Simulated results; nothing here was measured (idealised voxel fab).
This section sets out a process module, namely voxel wiring stack.
cross-section cut | 240 nm wide | cells 5 nm
Cross-section, as written here: a square-cell grid given band by band from the top down, where a band holds one or more rows of cells. It is stipulated that each band's entry specify, in nanometres, the height of the top of the band and then that of its bottom, followed by the materials of the band in left-to-right sequence, each together with its width in nanometres. A single material marked by the word "edge to edge" is understood to fill the band from edge to edge; the word "blank" is understood to denote empty space. Heights from 0 (as-received wafer is one material below). Bottom band endless downward, as "0 nm and below". Width "30..40": first value at the band's top row of cells, second value at its bottom row, equal change from row to row. Basically "nothing got changed" means that step didn't change any cell in the cross-section. Listed in "Cavities, closed": every empty space of 8 or more cells without an open way to the top. Form: width x height at distance, the distance being from the left edge, all in nm. The remark found on a step's line after its settings is issued by the simulator itself and pertains to that step. "overlay nm" on a masked step: distance the mask lay right of its planned place, negative for left.

## Intended process steps
| 1 | RECEIVE,material Si |
| 2 | CONFORMAL_DEP,material SiO2,thk nm 10 |
| 3 | DIRECTIONAL_DEP,material TiN,thk nm 5 |
| 4 | DIRECTIONAL_DEP,material Ru,thk nm 15 |
| 5 | PATTERN,tone cover,mask id METAL_1,material resist,width nm 20,pitch nm 45,thk nm 20,overlay nm 0 |
| 6 | DIRECTIONAL_ETCH,etch materials Ru,depth nm 15 |
| 7 | DIRECTIONAL_ETCH,etch materials TiN,depth nm 5 |
| 8 | STRIP,etch materials resist |
| 9 | FILL_DEP,material SiO2,thk nm 10 |
| 10 | CMP,height nm 30 |
| 11 | CONFORMAL_DEP,material SiCN,thk nm 5 |
| 12 | DIRECTIONAL_DEP,material SiO2,thk nm 25 |
| 13 | PATTERN,tone open,mask id METAL_2_HOLES,material resist,width nm 15,pitch nm 45,thk nm 20,overlay nm -15 |
| 14 | DIRECTIONAL_ETCH,etch materials SiO2,depth nm 25 |
| 15 | STRIP,etch materials resist |
| 16 | DIRECTIONAL_DEP,material aC,thk nm 15 |
| 17 | PATTERN,tone open,mask id METAL_2,material resist,width nm 20,pitch nm 45,thk nm 35,overlay nm 0 |
| 18 | DIRECTIONAL_ETCH,etch materials aC,depth nm 15 |
| 19 | STRIP,etch materials resist |
| 20 | DIRECTIONAL_ETCH,etch materials SiO2,depth nm 15 |
| 21 | DIRECTIONAL_ETCH,etch materials SiCN,depth nm 5 |
| 22 | STRIP,etch materials aC |
| 23 | CONFORMAL_DEP,material TiN,thk nm 5 |
| 24 | FILL_DEP,material Cu,thk nm 10 |
| 25 | CMP,height nm 60 |
| 26 | CONFORMAL_DEP,material SiCN,thk nm 5 |
| 27 | DIRECTIONAL_DEP,material SiO2,thk nm 15 |
| 28 | DIRECTIONAL_DEP,material aC,thk nm 10 |
| 29 | PATTERN,tone open,mask id PLUG_2,material resist,width nm 15,pitch nm 90,thk nm 25,overlay nm 0 |
| 30 | DIRECTIONAL_ETCH,etch materials aC,depth nm 10 |
| 31 | STRIP,etch materials resist |
| 32 | DIRECTIONAL_ETCH,etch materials SiO2,depth nm 15 |
| 33 | DIRECTIONAL_ETCH,etch materials SiCN,depth nm 5 |
| 34 | STRIP,etch materials aC |
| 35 | CONFORMAL_DEP,material TiN,thk nm 5 |
| 36 | FILL_DEP,material Ru,thk nm 10 |
| 37 | CMP,height nm 80 |
| 38 | CONFORMAL_DEP,material SiN,thk nm 5 |
| 39 | DIRECTIONAL_DEP,material SiO2,thk nm 15 |
| 40 | PATTERN,tone open,mask id METAL_3,material resist,width nm 20,pitch nm 45,thk nm 20,overlay nm 0 |
| 41 | DIRECTIONAL_ETCH,etch materials SiO2,depth nm 15 |
| 42 | DIRECTIONAL_ETCH,etch materials SiN,depth nm 5 |
| 43 | STRIP,etch materials resist |
| 44 | CONFORMAL_DEP,material TiN,thk nm 5 |
| 45 | FILL_DEP,material Ru,thk nm 10 |
| 46 | CMP,height nm 100 |
| 47 | EPI,material Ru,thk nm 5 |
| 48 | FILL_DEP,material SiCN,thk nm 5 |
Wafer-to-wafer difference: overlay nm, step 13. Common start. Plan = first wafer's value.

## first wafer as received, after step 1
* 0 nm and below  Si edge to edge
* Cavities, closed: none

## For your reference, the table is organized with a row per wafer; each row reflects the wafer at the end of the module, indicating for each material the cells gained (+) or lost (-) since receipt, and thereafter its closed voids
overlay nm -15; +48 Cu; +102 Ru; +162 SiCN; +32 SiN; +578 SiO2; +134 TiN; Cavities, closed: none
overlay nm -10; +40 Cu; +102 Ru; +158 SiCN; +32 SiN; +590 SiO2; +134 TiN; Cavities, closed: none
overlay nm -5; +32 Cu; +102 Ru; +154 SiCN; +32 SiN; +602 SiO2; +134 TiN; Cavities, closed: none
overlay nm 0; +28 Cu; +102 Ru; +150 SiCN; +32 SiN; +614 SiO2; +130 TiN; Cavities, closed: none
overlay nm 5; +28 Cu; +102 Ru; +150 SiCN; +32 SiN; +614 SiO2; +130 TiN; Cavities, closed: none
overlay nm 10; +32 Cu; +102 Ru; +154 SiCN; +32 SiN; +602 SiO2; +134 TiN; Cavities, closed: none
overlay nm 15; +40 Cu; +102 Ru; +158 SiCN; +32 SiN; +590 SiO2; +134 TiN; Cavities, closed: none
